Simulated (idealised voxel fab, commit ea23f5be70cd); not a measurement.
process module | voxel gate over fins
cross-section cut | 205 nm wide | cells 5 nm
A cross-section is a grid of square cells, given in bands from the top down. A band is one or more rows of cells.
Each band's line starts with the height of the band's top and of its bottom, in nm. Then come its materials from left to right, each with its width in nm. One material with "throughout" fills the band from edge to edge. "air" is empty space.
Height 0 is the level under which the wafer as received is all one material. The lowest band goes on downwards, as in "0 down".
A width such as "30 to 40" changes by the same amount from each row of cells to the next, from the band's top row to its bottom row.
"no change" after a step means that no cell of the cross-section changed.
closed voids: empty space of 8 cells or more with no open way to the top, each as width x height at its distance from the left edge, in nm
after a step's settings: what the simulator itself notes on the step
overlay nm, on a step with a mask: how far to the right of its planned place the mask lay; to the left if negative
plan
1 op RECEIVE | material Si
2 op CONFORMAL_DEP | material SiN | thk nm 10
3 op PATTERN | tone cover | mask id FINS | material resist | width nm 15 | pitch nm 45 | thk nm 20 | overlay nm 0
4 op DIRECTIONAL_ETCH | etch materials SiN | depth nm 10
5 op DIRECTIONAL_ETCH | etch materials Si | depth nm 35
6 op STRIP | etch materials resist
7 op FILL_DEP | material SiO2 | thk nm 10
8 op CMP | height nm 10
9 op SELECTIVE_ETCH | etch materials SiO2 | depth nm 20
10 op STRIP | etch materials SiN
11 op CONFORMAL_DEP | material HfO2 | thk nm 5
12 op CONFORMAL_DEP | material TiN | thk nm 5
13 op FILL_DEP | material W | thk nm 15
14 op CMP | height nm 20
15 op CONFORMAL_DEP | material SiCN | thk nm 10
first wafer, as planned
as received, after step 1
  0 down: Si throughout
  closed voids: none
after step 2
  10 to 0: SiN throughout
  below 0: unchanged
after step 3
  30 to 10: air 25 | resist 15 | air 30 | resist 15 | air 30 | resist 15 | air 30 | resist 15 | air 30
  below 10: unchanged
after step 4
  30 to 10: air 25 | resist 15 | air 30 | resist 15 | air 30 | resist 15 | air 30 | resist 15 | air 30
  10 to 0: air 25 | SiN 15 | air 30 | SiN 15 | air 30 | SiN 15 | air 30 | SiN 15 | air 30
  below 0: unchanged
after step 5
  30 to 10: air 25 | resist 15 | air 30 | resist 15 | air 30 | resist 15 | air 30 | resist 15 | air 30
  10 to 0: air 25 | SiN 15 | air 30 | SiN 15 | air 30 | SiN 15 | air 30 | SiN 15 | air 30
  0 to -35: air 25 | Si 15 | air 30 | Si 15 | air 30 | Si 15 | air 30 | Si 15 | air 30
  below -35: unchanged
after step 6
  10 to 0: air 25 | SiN 15 | air 30 | SiN 15 | air 30 | SiN 15 | air 30 | SiN 15 | air 30
  below 0: unchanged
after step 7
  20 to 10: SiO2 throughout
  10 to 0: SiO2 25 | SiN 15 | SiO2 30 | SiN 15 | SiO2 30 | SiN 15 | SiO2 30 | SiN 15 | SiO2 30
  0 to -35: SiO2 25 | Si 15 | SiO2 30 | Si 15 | SiO2 30 | Si 15 | SiO2 30 | Si 15 | SiO2 30
  below -35: unchanged
after step 8
  10 to 0: SiO2 25 | SiN 15 | SiO2 30 | SiN 15 | SiO2 30 | SiN 15 | SiO2 30 | SiN 15 | SiO2 30
  below 0: unchanged
after step 9
  10 to 0: air 25 | SiN 15 | air 30 | SiN 15 | air 30 | SiN 15 | air 30 | SiN 15 | air 30
  0 to -10: air 25 | Si 15 | air 30 | Si 15 | air 30 | Si 15 | air 30 | Si 15 | air 30
  below -10: unchanged
after step 10
  0 to -10: air 25 | Si 15 | air 30 | Si 15 | air 30 | Si 15 | air 30 | Si 15 | air 30
  below -10: unchanged
after step 11
  5 to 0: air 20 | HfO2 25 | air 20 | HfO2 25 | air 20 | HfO2 25 | air 20 | HfO2 25 | air 25
  0 to -5: air 20 | HfO2 5 | Si 15 | HfO2 5 | air 20 | HfO2 5 | Si 15 | HfO2 5 | air 20 | HfO2 5 | Si 15 | HfO2 5 | air 20 | HfO2 5 | Si 15 | HfO2 5 | air 25
  -5 to -10: HfO2 25 | Si 15 | HfO2 30 | Si 15 | HfO2 30 | Si 15 | HfO2 30 | Si 15 | HfO2 30
  below -10: unchanged
after step 12
  10 to 5: air 15 | TiN 35 | air 10 | TiN 35 | air 10 | TiN 35 | air 10 | TiN 35 | air 20
  5 to 0: air 15 | TiN 5 | HfO2 25 | TiN 5 | air 10 | TiN 5 | HfO2 25 | TiN 5 | air 10 | TiN 5 | HfO2 25 | TiN 5 | air 10 | TiN 5 | HfO2 25 | TiN 5 | air 20
  0 to -5: TiN 20 | HfO2 5 | Si 15 | HfO2 5 | TiN 20 | HfO2 5 | Si 15 | HfO2 5 | TiN 20 | HfO2 5 | Si 15 | HfO2 5 | TiN 20 | HfO2 5 | Si 15 | HfO2 5 | TiN 25
  below -5: unchanged
after step 13
  25 to 10: W throughout
  10 to 5: W 15 | TiN 35 | W 10 | TiN 35 | W 10 | TiN 35 | W 10 | TiN 35 | W 20
  5 to 0: W 15 | TiN 5 | HfO2 25 | TiN 5 | W 10 | TiN 5 | HfO2 25 | TiN 5 | W 10 | TiN 5 | HfO2 25 | TiN 5 | W 10 | TiN 5 | HfO2 25 | TiN 5 | W 20
  below 0: unchanged
after step 14
  20 to 10: W throughout
  below 10: unchanged
after step 15
  30 to 20: SiCN throughout
  below 20: unchanged
second wafer: like start, like plan, one mistake. Through step 2 it matches the first wafer
when step 3 should have ended
  30 to 10: air 20 | resist 25 | air 20 | resist 25 | air 20 | resist 25 | air 20 | resist 25 | air 25
  below 10: unchanged
when step 4 should have ended
  30 to 10: air 20 | resist 25 | air 20 | resist 25 | air 20 | resist 25 | air 20 | resist 25 | air 25
  10 to 0: air 20 | SiN 25 | air 20 | SiN 25 | air 20 | SiN 25 | air 20 | SiN 25 | air 25
  below 0: unchanged
when step 5 should have ended
  30 to 10: air 20 | resist 25 | air 20 | resist 25 | air 20 | resist 25 | air 20 | resist 25 | air 25
  10 to 0: air 20 | SiN 25 | air 20 | SiN 25 | air 20 | SiN 25 | air 20 | SiN 25 | air 25
  0 to -35: air 20 | Si 25 | air 20 | Si 25 | air 20 | Si 25 | air 20 | Si 25 | air 25
  below -35: unchanged
when step 6 should have ended
  10 to 0: air 20 | SiN 25 | air 20 | SiN 25 | air 20 | SiN 25 | air 20 | SiN 25 | air 25
  below 0: unchanged
when step 7 should have ended
  20 to 10: SiO2 throughout
  10 to 0: SiO2 20 | SiN 25 | SiO2 20 | SiN 25 | SiO2 20 | SiN 25 | SiO2 20 | SiN 25 | SiO2 25
  0 to -35: SiO2 20 | Si 25 | SiO2 20 | Si 25 | SiO2 20 | Si 25 | SiO2 20 | Si 25 | SiO2 25
  below -35: unchanged
when step 8 should have ended
  10 to 0: SiO2 20 | SiN 25 | SiO2 20 | SiN 25 | SiO2 20 | SiN 25 | SiO2 20 | SiN 25 | SiO2 25
  below 0: unchanged
when step 9 should have ended
  10 to 0: air 20 | SiN 25 | air 20 | SiN 25 | air 20 | SiN 25 | air 20 | SiN 25 | air 25
  0 to -10: air 20 | Si 25 | air 20 | Si 25 | air 20 | Si 25 | air 20 | Si 25 | air 25
  below -10: unchanged
when step 10 should have ended
  0 to -10: air 20 | Si 25 | air 20 | Si 25 | air 20 | Si 25 | air 20 | Si 25 | air 25
  below -10: unchanged
when step 11 should have ended
  5 to 0: air 15 | HfO2 35 | air 10 | HfO2 35 | air 10 | HfO2 35 | air 10 | HfO2 35 | air 20
  0 to -5: air 15 | HfO2 5 | Si 25 | HfO2 5 | air 10 | HfO2 5 | Si 25 | HfO2 5 | air 10 | HfO2 5 | Si 25 | HfO2 5 | air 10 | HfO2 5 | Si 25 | HfO2 5 | air 20
  -5 to -10: HfO2 20 | Si 25 | HfO2 20 | Si 25 | HfO2 20 | Si 25 | HfO2 20 | Si 25 | HfO2 25
  below -10: unchanged
when step 12 should have ended
  10 to 5: air 10 | TiN 180 | air 15
  5 to 0: air 10 | TiN 5 | HfO2 35 | TiN 10 | HfO2 35 | TiN 10 | HfO2 35 | TiN 10 | HfO2 35 | TiN 5 | air 15
  0 to -5: TiN 15 | HfO2 5 | Si 25 | HfO2 5 | TiN 10 | HfO2 5 | Si 25 | HfO2 5 | TiN 10 | HfO2 5 | Si 25 | HfO2 5 | TiN 10 | HfO2 5 | Si 25 | HfO2 5 | TiN 20
  below -5: unchanged
when step 13 should have ended
  25 to 10: W throughout
  10 to 5: W 10 | TiN 180 | W 15
  5 to 0: W 10 | TiN 5 | HfO2 35 | TiN 10 | HfO2 35 | TiN 10 | HfO2 35 | TiN 10 | HfO2 35 | TiN 5 | W 15
  below 0: unchanged
when step 14 should have ended
  20 to 10: W throughout
  below 10: unchanged
when step 15 should have ended
  30 to 20: SiCN throughout
  below 20: unchanged
what went wrong: step 3 ran as: op PATTERN | tone cover | mask id FINS | material resist | width nm 25 | pitch nm 45 | thk nm 20 | overlay nm 0
at the end the second wafer has, in cells: 56 more of Si | 40 fewer of SiO2 | 16 fewer of W
